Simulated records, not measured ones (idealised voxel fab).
Process module heading - voxel trench capacitor
Pictured: cross-section cut, 250 nm wide, on a grid of 5 nm square cells.
In this document a cross-section is written as a grid of square cells. It is given as a series of bands, listed from the top down, and a band is one or more rows of cells.
Band: top and bottom heights (nm) first, top before bottom; then materials from left to right, widths in nm. "all across" marks a sole material filling the band edge to edge. "blank" denotes empty space.
Heights are reckoned from 0. Under this level, the received wafer is all of one material. The bottommost band is open-ended downward, for example "0 -> down".
Width spec "30->40" -> top row of cells at first value, bottom row at second value, equal per-row change in between.
Any step labelled "nothing changed" changed none of the cells in the cross-section.
Closed-off voids of 8+ cells (no open route to the top) go in "Closed void roster", written width x height at distance from the left edge, in nm.
Formally, on a step line, whatever follows the settings is a remark that the simulator itself makes on the step.
On any step carrying a mask, the "overlay nm" setting, if present on the step's line, tells how far right of its planned place the mask lay; negative values point to the left.
Process steps foreseen in the plan
step 1: RECEIVE,material Si
step 2: CONFORMAL_DEP,material SiN,thk nm 5
step 3: DIRECTIONAL_DEP,material aC,thk nm 10
step 4: PATTERN,tone open,mask id TRENCH,material resist,width nm 20,pitch nm 40,thk nm 25,overlay nm 0
step 5: DIRECTIONAL_ETCH,etch materials aC,depth nm 10
step 6: STRIP,etch materials resist
step 7: DIRECTIONAL_ETCH,etch materials SiN,depth nm 5
step 8: DIRECTIONAL_ETCH,etch materials Si,depth nm 25
step 9: STRIP,etch materials aC
step 10: CONFORMAL_DEP,material SiO2,thk nm 5
step 11: FILL_DEP,material polySi,thk nm 5
step 12: CMP,height nm 5
For clarity, it should be stated that the wafers under discussion commence in an identical condition and differ with respect to the depth nm of step 8, the plan indicating the value that the first wafer had.
Here's the first of the wafers in cross-section, just as we got it, i.e. after step 1
- 0 -> down  Si all across
- Closed void roster: none
Quick key for the table: a row per wafer, taken at the end of the module. For each material it tells you how many cells the wafer gained (+) or lost (-) since it came in, and the closed voids come after
depth nm 25 | -60 Si | +38 SiN | +42 SiO2 | +30 polySi | Closed void roster: none
depth nm 30 | -72 Si | +38 SiN | +48 SiO2 | +36 polySi | Closed void roster: none
depth nm 35 | -84 Si | +38 SiN | +54 SiO2 | +42 polySi | Closed void roster: none
depth nm 40 | -96 Si | +38 SiN | +60 SiO2 | +48 polySi | Closed void roster: none
depth nm 45 | -108 Si | +38 SiN | +66 SiO2 | +54 polySi | Closed void roster: none
depth nm 50 | -120 Si | +38 SiN | +72 SiO2 | +60 polySi | Closed void roster: none
